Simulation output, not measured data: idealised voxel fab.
process module | voxel self aligned vias
cross-section cut | 150 nm wide | cells 5 nm
A cross-section is a grid of square cells, given in bands from the top down. A band is one or more rows of cells.
Each band's line starts with the height of the band's top and of its bottom, in nm. Then come its materials from left to right, each with its width in nm. One material with "throughout" fills the band from edge to edge. "air" is empty space.
Height 0 is the level under which the wafer as received is all one material. The lowest band goes on downwards, as in "0 down".
A width such as "30 to 40" changes by the same amount from each row of cells to the next, from the band's top row to its bottom row.
"no change" after a step means that no cell of the cross-section changed.
closed voids: empty space of 8 cells or more with no open way to the top, each as width x height at its distance from the left edge, in nm
after a step's settings: what the simulator itself notes on the step
overlay nm, on a step with a mask: how far to the right of its planned place the mask lay; to the left if negative
plan
1 op RECEIVE | material Si
2 op CONFORMAL_DEP | material SiO2 | thk nm 10
3 op CONFORMAL_DEP | material SiCN | thk nm 5
4 op DIRECTIONAL_DEP | material SiO2 | thk nm 30
5 op MASKED_ETCH | tone open | mask id LINES | width nm 30 | pitch nm 55 | etch materials SiO2 | depth nm 30 | overlay nm 0
6 op CONFORMAL_DEP | material TiN | thk nm 5
7 op FILL_DEP | material Ru | thk nm 5
8 op CMP | height nm 45
9 op SELECTIVE_ETCH | etch materials W Ru TiN | depth nm 10
10 op FILL_DEP | material SiN | thk nm 10
11 op CMP | height nm 45
12 op DIRECTIONAL_DEP | material SiO2 | thk nm 15
13 op PATTERN | tone open | mask id VIAS | material resist | width nm 40 | thk nm 20 | overlay nm 0
14 op DIRECTIONAL_ETCH | etch materials SiO2 | depth nm 15
15 op DIRECTIONAL_ETCH | etch materials SiN | depth nm 10
16 op STRIP | etch materials resist
17 op CONFORMAL_DEP | material TiN | thk nm 5
18 op FILL_DEP | material Cu | thk nm 5
19 op CMP | height nm 60
20 op CONFORMAL_DEP | material SiCN | thk nm 5
as received, after step 1
  0 down: Si throughout
  closed voids: none
a wafer at the end: this start, this plan, one mistake
  65 to 60: SiCN throughout
  60 to 50: SiO2 25 | TiN 5 | Cu 30 | TiN 5 | SiO2 85
  50 to 45: SiO2 25 | TiN 10 | Cu 20 | TiN 10 | SiO2 85
  45 to 40: SiO2 30 | TiN 5 | Cu 20 | TiN 5 | SiO2 25 | SiN 30 | SiO2 35
  40 to 35: SiO2 30 | TiN 30 | SiO2 25 | SiN 30 | SiO2 35
  35 to 20: SiO2 30 | TiN 5 | Ru 20 | TiN 5 | SiO2 25 | TiN 5 | Ru 20 | TiN 5 | SiO2 35
  20 to 15: SiO2 30 | TiN 30 | SiO2 25 | TiN 30 | SiO2 35
  15 to 10: SiCN throughout
  10 to 0: W throughout
  0 down: Si throughout
  closed voids: none
what went wrong: step 2 ran as: op CONFORMAL_DEP | material W | thk nm 10
